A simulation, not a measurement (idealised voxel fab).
The name of this process module is voxel released beams.
It is cross-section cut that appears here, measuring 260 nm in width, its square cells being 5 nm in size.
How to read a cross-section here: the picture is a grid of square cells, written as bands going from the top down, and any band can span one or more rows of cells. Look at the band entry: it leads with the top's height and the bottom's height in nm. Then it lists the materials left to right, with a width in nm for each. The word "edge to edge" on a single material says that material fills the band edge to edge. The word "empty" is empty space. Basically, 0 is our baseline, since under it the wafer straight out of the box is all one material. The bottom band has no lower end and keeps on going down, so it looks like "0 down". Width: "30->40" (first number = top row, second number = bottom row, same change from row to row of cells). "same as before" for a step: no cell of the cross-section changed in that step. "Enclosed internal voids" specifies each empty space that is not open to the top and that occupies no fewer than 8 cells, using the form width x height at distance, the distance measured from the left edge and all three quantities in nm. What comes after the settings on a step's line is commentary from the simulator itself on that step. "overlay nm" denotes, for a step that has a mask, the displacement of the mask to the right of its planned place, with negative values corresponding to the left.
### Process steps foreseen in the plan
1. RECEIVE (material Si)
2. CONFORMAL_DEP (material SiN; thk nm 5)
3. DIRECTIONAL_DEP (material SiO2; thk nm 20)
4. DIRECTIONAL_DEP (material aC; thk nm 15)
5. PATTERN (tone open; mask id ANCHOR; material resist; width nm 25; thk nm 30; overlay nm 0)
6. DIRECTIONAL_ETCH (etch materials aC; depth nm 15)
7. STRIP (etch materials resist)
8. DIRECTIONAL_ETCH (etch materials SiO2; depth nm 20)
9. STRIP (etch materials aC)
10. CONFORMAL_DEP (material W; thk nm 10)
11. PATTERN (tone cover; mask id BEAM; material resist; width nm 80; thk nm 15; overlay nm 0)
12. DIRECTIONAL_ETCH (etch materials W; depth nm 10)
13. STRIP (etch materials resist)
14. STRIP (etch materials SiO2)
### As-received state of the wafer in cross-section, equivalent to post-step 1
	0 down: Si edge to edge
	Enclosed internal voids: none
### Final cross-section, module run with one mistake (start and plan as above)
	40 to 30: empty 85 / W 80 / empty 95
	30 to 25: W edge to edge
	25 to 5: SiO2 90 / W 25 / SiO2 145
	5 to 0: SiN edge to edge
	0 down: Si edge to edge
	Enclosed internal voids: none
What was the processing mistake? rather than as planned, step 10 actually ran as CONFORMAL_DEP (material W; thk nm 15)
